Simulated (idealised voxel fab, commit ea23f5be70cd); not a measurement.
Title: Process Module voxel ribs on slabs
It is cross-section cut that appears here, measuring 270 nm in width, its square cells being 5 nm in size.
Square cells in a grid make up a cross-section in this document, and the grid is given as bands, listed from the top down, each one or more rows of cells.
What a band's entry tells you: where the top is and where the bottom is, as heights in nm, and after that what lies inside, material by material from left to right, each with its width in nm. Empty space is written as the word "empty", and a single material marked with the word "edge to edge" occupies the band from edge to edge.
Heights are measured from 0, the level below which the as-received wafer is all one material; the lowest band has no bottom and continues downward, written as in "0 down".
So if you see something like "30 to 40" for the width, read it as the top row of the band sitting at the first number and the bottom row at the second, with every row in between moving by the same amount as the last.
"nothing altered" after a step means that no cell of the cross-section changed.
Basically, "Completely sealed voids" tells you about the enclosed voids: empty spaces with no open way to the top, 8 cells or bigger, each written width x height at distance, where distance is from the left edge, all in nm.
If you see something after the settings on a step's line, that's the simulator's own remark about that step.
"overlay nm" answers the question of how far to the right of plan the mask lay on a step that has a mask, and when it is negative the answer is to the left.
This section lists the process steps that were planned:
1. RECEIVE, material Si
2. DIRECTIONAL_DEP, material SiO2, thk nm 30
3. DIRECTIONAL_DEP, material SiN, thk nm 20
4. MASKED_ETCH, tone cover, mask id RIB, width nm 20, etch materials SiN, depth nm 15, overlay nm 0
5. MASKED_ETCH, tone cover, mask id SLAB, width nm 50, etch materials SiN, depth nm 5, overlay nm 0
6. FILL_DEP, material SiO2, thk nm 20
7. CMP, height nm 65
8. DIRECTIONAL_DEP, material TiN, thk nm 5
9. DIRECTIONAL_DEP, material aC, thk nm 15
10. PATTERN, tone cover, mask id HEATER, material resist, width nm 30, thk nm 35, overlay nm 0
11. DIRECTIONAL_ETCH, etch materials aC, depth nm 15
12. STRIP, etch materials resist
13. DIRECTIONAL_ETCH, etch materials TiN, depth nm 5
14. STRIP, etch materials aC
15. CONFORMAL_DEP, material SiO2, thk nm 5
Among the wafers covered here, the point of difference is the thk nm at step 8; their starting state is shared, and the plan presents the value of the first wafer.
Received condition of the first of several wafers, sectioned: post-step 1:
* 0 down  Si edge to edge
* Completely sealed voids: none
End-of-module cross-section, first of several wafers, after last step 15:
* 75 to 70  empty: 115, SiO2: 40, empty: 115
* 70 to 65  SiO2: 120, TiN: 30, SiO2: 120
* 65 to 50  SiO2 edge to edge
* 50 to 35  SiO2: 125, SiN: 20, SiO2: 125
* 35 to 30  SiO2: 110, SiN: 50, SiO2: 110
* 30 to 0  SiO2 edge to edge
* 0 down  Si edge to edge
* Completely sealed voids: none
End of module: cross-section, last of several wafers:
* 90 to 85  empty: 115, SiO2: 40, empty: 115
* 85 to 80  SiO2: 120, TiN: 30, SiO2: 120
* 80 to 65  TiN edge to edge
* 65 to 50  SiO2 edge to edge
* 50 to 35  SiO2: 125, SiN: 20, SiO2: 125
* 35 to 30  SiO2: 110, SiN: 50, SiO2: 110
* 30 to 0  SiO2 edge to edge
* 0 down  Si edge to edge
* Completely sealed voids: none
Per-wafer rows below. For each material: cells gained (+) or lost (-) since the wafer was received, as of end of module. Then: closed voids:
thk nm 5 | +22 SiN | +736 SiO2 | +6 TiN | Completely sealed voids: none
thk nm 10 | +22 SiN | +736 SiO2 | +60 TiN | Completely sealed voids: none
thk nm 15 | +22 SiN | +736 SiO2 | +114 TiN | Completely sealed voids: none
thk nm 20 | +22 SiN | +736 SiO2 | +168 TiN | Completely sealed voids: none
